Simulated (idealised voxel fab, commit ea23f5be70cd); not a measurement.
The following is a process module called voxel air gaps.
The cross-section on display is named cut; it measures 265 nm wide, and its cells are 5 nm squares.
The cross-sections in this document take the form of a grid made of square cells. They are written out as bands, in order from top to bottom. Each band consists of one or more rows of cells.
Top, bottom (nm), then materials left to right with widths (nm); lone material tagged "everywhere" fills the whole band edge to edge; "empty" = empty space.
Counting heights begins at 0, where everything beneath is, in the wafer as received, one material. The lowest band has no bottom; it goes on downwards, as "0 down" shows.
Think of "30..40" as a width that walks from the first number to the second as you go down the band, top row to bottom row, taking equal-sized steps from row to row.
The cross-section has no changed cell in any step marked "same as before".
Any empty space of 8 cells or more lacking an open way to the top shows up in "Unvented voids" as width x height at distance, distance from the left edge, in nm.
Anything after a step's settings on that line? It's the simulator's own note about the step.
The setting "overlay nm" may be written on the line of a step. When the step uses a mask, the value reports how far to the right of the planned place the mask lay, and a negative value reports that it lay to the left.
# Here's what the planned process steps look like
1 RECEIVE, material Si
2 CONFORMAL_DEP, material SiO2, thk nm 10
3 CONFORMAL_DEP, material SiCN, thk nm 5
4 DIRECTIONAL_DEP, material lowk, thk nm 40
5 PATTERN, tone open, mask id LINES, material resist, width nm 20, pitch nm 45, thk nm 15, overlay nm 0
6 DIRECTIONAL_ETCH, etch materials lowk, depth nm 40
7 STRIP, etch materials resist
8 CONFORMAL_DEP, material TiN, thk nm 5
9 FILL_DEP, material W, thk nm 5
10 CMP, height nm 55
11 EPI, material Ru, thk nm 10
12 SELECTIVE_ETCH, etch materials lowk, depth nm 50
13 CONFORMAL_DEP, material SiCN, thk nm 5
# The first of a set of two wafers, run to plan
# Incoming wafer in cross-section (state: after step 1)
0 down = Si everywhere
Unvented voids: none
# Cross-section through the wafer, step 2 finished
10 to 0 = SiO2 everywhere
At heights below 0, the structure remains unaltered.
# Cross-section through the wafer, step 3 finished
15 to 10 = SiCN everywhere
At heights below 10, the structure remains unaltered.
# Cross-section through the wafer, step 4 finished
55 to 15 = lowk everywhere
At heights below 15, the structure remains unaltered.
# Cross-section through the wafer, step 5 finished
70 to 55 = resist 55 nm | empty 20 nm | resist 25 nm | empty 20 nm | resist 25 nm | empty 20 nm | resist 25 nm | empty 20 nm | resist 55 nm
At heights below 55, the structure remains unaltered.
# Cross-section through the wafer, step 6 finished
70 to 55 = resist 55 nm | empty 20 nm | resist 25 nm | empty 20 nm | resist 25 nm | empty 20 nm | resist 25 nm | empty 20 nm | resist 55 nm
55 to 15 = lowk 55 nm | empty 20 nm | lowk 25 nm | empty 20 nm | lowk 25 nm | empty 20 nm | lowk 25 nm | empty 20 nm | lowk 55 nm
At heights below 15, the structure remains unaltered.
# Cross-section through the wafer, step 7 finished
55 to 15 = lowk 55 nm | empty 20 nm | lowk 25 nm | empty 20 nm | lowk 25 nm | empty 20 nm | lowk 25 nm | empty 20 nm | lowk 55 nm
At heights below 15, the structure remains unaltered.
# Cross-section through the wafer, step 8 finished
60 to 55 = TiN 60 nm | empty 10 nm | TiN 35 nm | empty 10 nm | TiN 35 nm | empty 10 nm | TiN 35 nm | empty 10 nm | TiN 60 nm
55 to 20 = lowk 55 nm | TiN 5 nm | empty 10 nm | TiN 5 nm | lowk 25 nm | TiN 5 nm | empty 10 nm | TiN 5 nm | lowk 25 nm | TiN 5 nm | empty 10 nm | TiN 5 nm | lowk 25 nm | TiN 5 nm | empty 10 nm | TiN 5 nm | lowk 55 nm
20 to 15 = lowk 55 nm | TiN 20 nm | lowk 25 nm | TiN 20 nm | lowk 25 nm | TiN 20 nm | lowk 25 nm | TiN 20 nm | lowk 55 nm
At heights below 15, the structure remains unaltered.
# Cross-section through the wafer, step 9 finished
65 to 60 = W everywhere
60 to 55 = TiN 60 nm | W 10 nm | TiN 35 nm | W 10 nm | TiN 35 nm | W 10 nm | TiN 35 nm | W 10 nm | TiN 60 nm
55 to 20 = lowk 55 nm | TiN 5 nm | W 10 nm | TiN 5 nm | lowk 25 nm | TiN 5 nm | W 10 nm | TiN 5 nm | lowk 25 nm | TiN 5 nm | W 10 nm | TiN 5 nm | lowk 25 nm | TiN 5 nm | W 10 nm | TiN 5 nm | lowk 55 nm
At heights below 20, the structure remains unaltered.
# Cross-section through the wafer, step 10 finished
55 to 20 = lowk 55 nm | TiN 5 nm | W 10 nm | TiN 5 nm | lowk 25 nm | TiN 5 nm | W 10 nm | TiN 5 nm | lowk 25 nm | TiN 5 nm | W 10 nm | TiN 5 nm | lowk 25 nm | TiN 5 nm | W 10 nm | TiN 5 nm | lowk 55 nm
At heights below 20, the structure remains unaltered.
# Cross-section through the wafer, step 11 finished
65 to 55 = empty 45 nm | Ru 40 nm | empty 5 nm | Ru 40 nm | empty 5 nm | Ru 40 nm | empty 5 nm | Ru 40 nm | empty 45 nm
At heights below 55, the structure remains unaltered.
# Cross-section through the wafer, step 12 finished
65 to 55 = empty 45 nm | Ru 40 nm | empty 5 nm | Ru 40 nm | empty 5 nm | Ru 40 nm | empty 5 nm | Ru 40 nm | empty 45 nm
55 to 20 = empty 55 nm | TiN 5 nm | W 10 nm | TiN 5 nm | empty 25 nm | TiN 5 nm | W 10 nm | TiN 5 nm | empty 25 nm | TiN 5 nm | W 10 nm | TiN 5 nm | empty 25 nm | TiN 5 nm | W 10 nm | TiN 5 nm | empty 55 nm
20 to 15 = empty 55 nm | TiN 20 nm | empty 25 nm | TiN 20 nm | empty 25 nm | TiN 20 nm | empty 25 nm | TiN 20 nm | empty 55 nm
At heights below 15, the structure remains unaltered.
# Cross-section through the wafer, step 13 finished
70 to 65 = empty 40 nm | SiCN 185 nm | empty 40 nm
65 to 55 = empty 40 nm | SiCN 5 nm | Ru 40 nm | SiCN 5 nm | Ru 40 nm | SiCN 5 nm | Ru 40 nm | SiCN 5 nm | Ru 40 nm | SiCN 5 nm | empty 40 nm
55 to 50 = empty 40 nm | SiCN 15 nm | TiN 5 nm | W 10 nm | TiN 5 nm | SiCN 25 nm | TiN 5 nm | W 10 nm | TiN 5 nm | SiCN 25 nm | TiN 5 nm | W 10 nm | TiN 5 nm | SiCN 25 nm | TiN 5 nm | W 10 nm | TiN 5 nm | SiCN 15 nm | empty 40 nm
50 to 20 = empty 50 nm | SiCN 5 nm | TiN 5 nm | W 10 nm | TiN 5 nm | SiCN 5 nm | empty 15 nm | SiCN 5 nm | TiN 5 nm | W 10 nm | TiN 5 nm | SiCN 5 nm | empty 15 nm | SiCN 5 nm | TiN 5 nm | W 10 nm | TiN 5 nm | SiCN 5 nm | empty 15 nm | SiCN 5 nm | TiN 5 nm | W 10 nm | TiN 5 nm | SiCN 5 nm | empty 50 nm
20 to 15 = SiCN 55 nm | TiN 20 nm | SiCN 25 nm | TiN 20 nm | SiCN 25 nm | TiN 20 nm | SiCN 25 nm | TiN 20 nm | SiCN 55 nm
At heights below 15, the structure remains unaltered.
Unvented voids: 15 x 30 at 80; 15 x 30 at 125; 15 x 30 at 170
# The remaining wafer, second of the two, started like the first and was run to the same plan, except that one mistake was made along the way; the two coincide through step 10, inclusive
# Here is the second wafer in cross-section at the point where step 11 of the plan should have been done
75 to 55 = empty 35 nm | Ru 195 nm | empty 35 nm
At heights below 55, the structure remains unaltered.
# Here is the second wafer in cross-section at the point where step 12 of the plan should have been done
75 to 55 = empty 35 nm | Ru 195 nm | empty 35 nm
55 to 20 = empty 55 nm | TiN 5 nm | W 10 nm | TiN 5 nm | lowk 25 nm | TiN 5 nm | W 10 nm | TiN 5 nm | lowk 25 nm | TiN 5 nm | W 10 nm | TiN 5 nm | lowk 25 nm | TiN 5 nm | W 10 nm | TiN 5 nm | empty 55 nm
20 to 15 = empty 55 nm | TiN 20 nm | lowk 25 nm | TiN 20 nm | lowk 25 nm | TiN 20 nm | lowk 25 nm | TiN 20 nm | empty 55 nm
At heights below 15, the structure remains unaltered.
# Here is the second wafer in cross-section at the point where step 13 of the plan should have been done
80 to 75 = empty 30 nm | SiCN 205 nm | empty 30 nm
75 to 55 = empty 30 nm | SiCN 5 nm | Ru 195 nm | SiCN 5 nm | empty 30 nm
55 to 50 = empty 30 nm | SiCN 25 nm | TiN 5 nm | W 10 nm | TiN 5 nm | lowk 25 nm | TiN 5 nm | W 10 nm | TiN 5 nm | lowk 25 nm | TiN 5 nm | W 10 nm | TiN 5 nm | lowk 25 nm | TiN 5 nm | W 10 nm | TiN 5 nm | SiCN 25 nm | empty 30 nm
50 to 20 = empty 50 nm | SiCN 5 nm | TiN 5 nm | W 10 nm | TiN 5 nm | lowk 25 nm | TiN 5 nm | W 10 nm | TiN 5 nm | lowk 25 nm | TiN 5 nm | W 10 nm | TiN 5 nm | lowk 25 nm | TiN 5 nm | W 10 nm | TiN 5 nm | SiCN 5 nm | empty 50 nm
20 to 15 = SiCN 55 nm | TiN 20 nm | lowk 25 nm | TiN 20 nm | lowk 25 nm | TiN 20 nm | lowk 25 nm | TiN 20 nm | SiCN 55 nm
At heights below 15, the structure remains unaltered.
Here's what went sideways: step 11 of the plan was performed twice
Once processing is complete, comparing cell counts shows that the second wafer has more or fewer of certain materials than the first: Ru: 92 more | SiCN: 60 fewer | lowk: 120 more
Final count of closed voids per wafer: 3 in the first, 0 in the second.
